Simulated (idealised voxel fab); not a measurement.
The process module presented herein is designated voxel lift off.
For reference, the cross-section in this document is cut, with width 230 nm and square cells of 5 nm.
Each cross-section below is a grid of square cells, stated as bands in top-down order, with one or more rows of cells making up each band.
What a band's entry tells you: where the top is and where the bottom is, as heights in nm, and after that what lies inside, material by material from left to right, each with its width in nm. Empty space is written as the word "air", and a single material marked with the word "everywhere" occupies the band from edge to edge.
Note: height 0 marks the level under which the wafer is uniformly one material as received. Lowest band unbounded below, written "top 0, no bottom".
Note: "30..40" means the width goes from the first number (top row of the band) to the second number (bottom row) in equal steps per row of cells.
The cross-section has no changed cell in any step marked "nothing different".
Each empty space that has no open way to the top and spans at least 8 cells appears under "Sealed internal voids" as width x height at distance, the distance counted from the left edge, all in nm.
Formally, on a step line, whatever follows the settings is a remark that the simulator itself makes on the step.
"overlay nm" answers the question of how far to the right of plan the mask lay on a step that has a mask, and when it is negative the answer is to the left.

This section lists the process steps that were planned:
step 1: RECEIVE, material Si
step 2: CONFORMAL_DEP, material SiN, thk nm 15
step 3: PATTERN, tone open, mask id LINES, material resist, width nm 25, pitch nm 55, thk nm 15, overlay nm 0
step 4: DIRECTIONAL_DEP, material Ru, thk nm 5
step 5: STRIP, etch materials resist
step 6: CONFORMAL_DEP, material SiO2, thk nm 10

So, the first of our two wafers, run just as we planned it:

As received (post step 1): cross-section:
> top 0, no bottom: Si everywhere
> Sealed internal voids: none

Step 2 done - wafer cross-section:
> top 15, bottom 0: SiN everywhere
> Below 0 it's all the same as before, nothing changed down there.

Step 3 done - wafer cross-section:
> top 30, bottom 15: resist 45 nm, air 25 nm, resist 30 nm, air 25 nm, resist 30 nm, air 25 nm, resist 50 nm
> Below 15 it's all the same as before, nothing changed down there.

Step 4 done - wafer cross-section:
> top 35, bottom 30: Ru 45 nm, air 25 nm, Ru 30 nm, air 25 nm, Ru 30 nm, air 25 nm, Ru 50 nm
> top 30, bottom 20: resist 45 nm, air 25 nm, resist 30 nm, air 25 nm, resist 30 nm, air 25 nm, resist 50 nm
> top 20, bottom 15: resist 45 nm, Ru 25 nm, resist 30 nm, Ru 25 nm, resist 30 nm, Ru 25 nm, resist 50 nm
> Below 15 it's all the same as before, nothing changed down there.

Step 5 done - wafer cross-section:
> top 20, bottom 15: air 45 nm, Ru 25 nm, air 30 nm, Ru 25 nm, air 30 nm, Ru 25 nm, air 50 nm
> Below 15 it's all the same as before, nothing changed down there.

Step 6 done - wafer cross-section:
> top 30, bottom 25: air 35 nm, SiO2 45 nm, air 10 nm, SiO2 45 nm, air 10 nm, SiO2 45 nm, air 40 nm
> top 25, bottom 20: SiO2 everywhere
> top 20, bottom 15: SiO2 45 nm, Ru 25 nm, SiO2 30 nm, Ru 25 nm, SiO2 30 nm, Ru 25 nm, SiO2 50 nm
> Below 15 it's all the same as before, nothing changed down there.

Second wafer, same starting state and plan as the first, one mistake in the run, identical through step 2:

Here is the second wafer in cross-section at the point where step 3 of the plan should have been done:
> top 30, bottom 15: resist 35 nm, air 25 nm, resist 30 nm, air 25 nm, resist 30 nm, air 25 nm, resist 60 nm
> Below 15 it's all the same as before, nothing changed down there.

Here is the second wafer in cross-section at the point where step 4 of the plan should have been done:
> top 35, bottom 30: Ru 35 nm, air 25 nm, Ru 30 nm, air 25 nm, Ru 30 nm, air 25 nm, Ru 60 nm
> top 30, bottom 20: resist 35 nm, air 25 nm, resist 30 nm, air 25 nm, resist 30 nm, air 25 nm, resist 60 nm
> top 20, bottom 15: resist 35 nm, Ru 25 nm, resist 30 nm, Ru 25 nm, resist 30 nm, Ru 25 nm, resist 60 nm
> Below 15 it's all the same as before, nothing changed down there.

Here is the second wafer in cross-section at the point where step 5 of the plan should have been done:
> top 20, bottom 15: air 35 nm, Ru 25 nm, air 30 nm, Ru 25 nm, air 30 nm, Ru 25 nm, air 60 nm
> Below 15 it's all the same as before, nothing changed down there.

Here is the second wafer in cross-section at the point where step 6 of the plan should have been done:
> top 30, bottom 25: air 25 nm, SiO2 45 nm, air 10 nm, SiO2 45 nm, air 10 nm, SiO2 45 nm, air 50 nm
> top 25, bottom 20: SiO2 everywhere
> top 20, bottom 15: SiO2 35 nm, Ru 25 nm, SiO2 30 nm, Ru 25 nm, SiO2 30 nm, Ru 25 nm, SiO2 60 nm
> Below 15 it's all the same as before, nothing changed down there.
The plan and the run diverged here: step 3 ran with different settings than intended, the actual operation and settings being PATTERN, tone open, mask id LINES, material resist, width nm 25, pitch nm 55, thk nm 15, overlay nm -10
By the end, you'd get the same cell count for each material on either wafer, but the second wafer puts them somewhere else.
